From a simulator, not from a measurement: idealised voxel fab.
A process module follows: voxel self aligned vias.
Each square cell in cross-section cut measures 5 nm, and the section as a whole is 245 nm wide.
If you're reading a cross-section in this doc, picture square cells in a grid; it comes to you as bands, top ones listed first down to the bottom, and a band can be one or more rows of cells.
Within each band entry, the heights of the top and of the bottom of the band appear first, in that order and in nm; the materials of the band then follow from left to right, each with its corresponding width in nm. The designation "full width" on a single material indicates that it fills the band from edge to edge; the designation "air" indicates empty space.
Note: height 0 marks the level under which the wafer is uniformly one material as received. Lowest band unbounded below, written "top 0, no bottom".
It should be noted that a width expressed as "30..40" varies in equal increments from row to row of cells within the band, taking the value of the first number at the top row and that of the second number at the bottom row.
"nothing got changed" means the step left every cell of the cross-section as it was.
Voids not open to the top, 8 cells minimum: see "Fully sealed cavities". Written width x height at distance; distance is from the left edge; nm.
Whatever follows a step's settings on its line is a remark the simulator itself makes about that step.
On any step carrying a mask, the "overlay nm" setting, if present on the step's line, tells how far right of its planned place the mask lay; negative values point to the left.

STEPS IN THE PROCESS PLAN
| 1 | RECEIVE,material Si |
| 2 | CONFORMAL_DEP,material SiO2,thk nm 15 |
| 3 | CONFORMAL_DEP,material SiCN,thk nm 5 |
| 4 | DIRECTIONAL_DEP,material lowk,thk nm 20 |
| 5 | DIRECTIONAL_DEP,material aC,thk nm 10 |
| 6 | PATTERN,tone open,mask id LINES,material resist,width nm 30,pitch nm 70,thk nm 30,overlay nm 0 |
| 7 | DIRECTIONAL_ETCH,etch materials aC,depth nm 10 |
| 8 | STRIP,etch materials resist |
| 9 | DIRECTIONAL_ETCH,etch materials lowk,depth nm 20 |
| 10 | STRIP,etch materials aC |
| 11 | CONFORMAL_DEP,material TiN,thk nm 5 |
| 12 | FILL_DEP,material W,thk nm 10 |
| 13 | CMP,height nm 40 |
| 14 | SELECTIVE_ETCH,etch materials W Ru TiN,depth nm 10 |
| 15 | FILL_DEP,material SiN,thk nm 10 |
| 16 | CMP,height nm 40 |
| 17 | DIRECTIONAL_DEP,material lowk,thk nm 20 |
| 18 | PATTERN,tone open,mask id VIAS,material resist,width nm 40,pitch nm 70,thk nm 15,overlay nm 0 |
| 19 | DIRECTIONAL_ETCH,etch materials lowk,depth nm 20 |
| 20 | DIRECTIONAL_ETCH,etch materials SiN,depth nm 10 |
| 21 | STRIP,etch materials resist |
| 22 | CONFORMAL_DEP,material TiN,thk nm 5 |
| 23 | FILL_DEP,material Ru,thk nm 10 |
| 24 | CMP,height nm 60 |
| 25 | CONFORMAL_DEP,material SiCN,thk nm 5 |

THIS IS THE CROSS-SECTION OF THE WAFER AS WE RECEIVED IT, I.E. AFTER STEP 1
> top 0, no bottom | Si full width
> Fully sealed cavities: none

SECTIONED VIEW, FIRST OF TWO WAFERS, AT THE CLOSE OF THE MODULE, PROCESSED AS INTENDED IN THE PLAN
> top 65, bottom 60 | SiCN full width
> top 60, bottom 45 | lowk (30); TiN (5); Ru (30); TiN (5); lowk (30); TiN (5); Ru (30); TiN (5); lowk (30); TiN (5); Ru (30); TiN (5); lowk (35)
> top 45, bottom 35 | lowk (30..35); TiN (10..5); Ru (20); TiN (10..5); lowk (30..40); TiN (10..5); Ru (20); TiN (10..5); lowk (30..40); TiN (10..5); Ru (20); TiN (10..5); lowk (35..40)
> top 35, bottom 30 | lowk (35); TiN (30); lowk (40); TiN (30); lowk (40); TiN (30); lowk (40)
> top 30, bottom 25 | lowk (35); TiN (5); W (20); TiN (5); lowk (40); TiN (5); W (20); TiN (5); lowk (40); TiN (5); W (20); TiN (5); lowk (40)
> top 25, bottom 20 | lowk (35); TiN (30); lowk (40); TiN (30); lowk (40); TiN (30); lowk (40)
> top 20, bottom 15 | SiCN full width
> top 15, bottom 0 | SiO2 full width
> top 0, no bottom | Si full width
> Fully sealed cavities: none

SO THIS IS WAFER NUMBER TWO OF THE TWO, CUT AT THE END OF THE MODULE - IT STARTED WHERE THE FIRST DID AND HAD THE SAME PLAN, WE JUST GOT ONE THING WRONG RUNNING IT
> top 65, bottom 60 | SiCN full width
> top 60, bottom 40 | lowk (30); TiN (5); Ru (30); TiN (5); lowk (30); TiN (5); Ru (30); TiN (5); lowk (30); TiN (5); Ru (30); TiN (5); lowk (35)
> top 40, bottom 35 | SiN (30); TiN (10); Ru (20); TiN (10); SiN (30); TiN (10); Ru (20); TiN (10); SiN (30); TiN (10); Ru (20); TiN (10); SiN (35)
> top 35, bottom 30 | lowk (35); TiN (30); lowk (40); TiN (30); lowk (40); TiN (30); lowk (40)
> top 30, bottom 20 | lowk (35); TiN (5); W (20); TiN (5); lowk (40); TiN (5); W (20); TiN (5); lowk (40); TiN (5); W (20); TiN (5); lowk (40)
> top 20, bottom 15 | lowk (35); TiN (30); lowk (40); TiN (30); lowk (40); TiN (30); lowk (40)
> top 15, bottom 10 | SiCN full width
> top 10, bottom 0 | SiO2 full width
> top 0, no bottom | Si full width
> Fully sealed cavities: none
Deviation from plan: contrary to plan, step 2 was performed as CONFORMAL_DEP,material SiO2,thk nm 10
End of process, cell counts, second wafer against first, materials with more or fewer: Ru: 6 more | SiN: 25 more | SiO2: 49 fewer | TiN: 6 more | W: 12 more
